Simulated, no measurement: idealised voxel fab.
The following process module bears the name voxel released beams.
Square cells of 5 nm make up the cross-section cut, whose width is 230 nm.
Format of a cross-section: grid, square cells. Given as bands. Order: top down. Band: one or more rows of cells.
It is stipulated that each band's entry specify, in nanometres, the height of the top of the band and then that of its bottom, followed by the materials of the band in left-to-right sequence, each together with its width in nanometres. A single material marked by the word "full width" is understood to fill the band from edge to edge; the word "blank" is understood to denote empty space.
Counting heights begins at 0, where everything beneath is, in the wafer as received, one material. The lowest band has no bottom; it goes on downwards, as "0 down" shows.
Per-row width for "30->40": begins at first number (top row of band), ends at second number (bottom row), increment between rows held constant.
You'll sometimes find "no modifications" written for a step, and that's the way of saying that nowhere in the cross-section did a cell change during that step.
Enclosed voids (no open way to top), threshold 8 cells or more, entry "Trapped cavities", notation width x height at distance, distance from left edge, nm.
Post-settings text on a step line: simulator's own remark regarding the step.
On any step carrying a mask, the "overlay nm" setting, if present on the step's line, tells how far right of its planned place the mask lay; negative values point to the left.
-- Set out below are the planned steps of the process
1 RECEIVE [material Si]
2 CONFORMAL_DEP [material SiN] [thk nm 5]
3 DIRECTIONAL_DEP [material SiO2] [thk nm 10]
4 PATTERN [tone open] [mask id ANCHOR] [material resist] [width nm 15] [thk nm 20] [overlay nm 0]
5 DIRECTIONAL_ETCH [etch materials SiO2] [depth nm 10]
6 STRIP [etch materials resist]
7 CONFORMAL_DEP [material polySi] [thk nm 10]
8 DIRECTIONAL_DEP [material aC] [thk nm 10]
9 PATTERN [tone cover] [mask id BEAM] [material resist] [width nm 95] [thk nm 30] [overlay nm 0]
10 DIRECTIONAL_ETCH [etch materials aC] [depth nm 10]
11 STRIP [etch materials resist]
12 DIRECTIONAL_ETCH [etch materials polySi] [depth nm 10]
13 STRIP [etch materials aC]
14 STRIP [etch materials SiO2]
Variable across wafers: step 4 width nm (plan value is that of the first wafer; starting state common to all).
-- As-received cross-section, first of several wafers, post step 1
0 down  Si full width
Trapped cavities: none
-- Cross-section of the first of several wafers, taken after step 14, where the module ends
25 to 15  blank: 65  polySi: 95  blank: 70
15 to 5  blank: 75  polySi: 15  blank: 140
5 to 0  SiN full width
0 down  Si full width
Trapped cavities: none
-- The final wafer, sectioned at module end
25 to 15  blank: 65  polySi: 10  blank: 20  polySi: 65  blank: 70
15 to 5  blank: 65  polySi: 40  blank: 125
5 to 0  SiN full width
0 down  Si full width
Trapped cavities: none
-- Table: wafers, a row each; end-of-module cell change per material since receipt, gain (+), loss (-); then closed voids
width nm 15; +46 SiN; +44 polySi; Trapped cavities: none
width nm 20; +46 SiN; +46 polySi; Trapped cavities: none
width nm 25; +46 SiN; +46 polySi; Trapped cavities: none
width nm 30; +46 SiN; +46 polySi; Trapped cavities: none
width nm 35; +46 SiN; +46 polySi; Trapped cavities: none
width nm 40; +46 SiN; +46 polySi; Trapped cavities: none
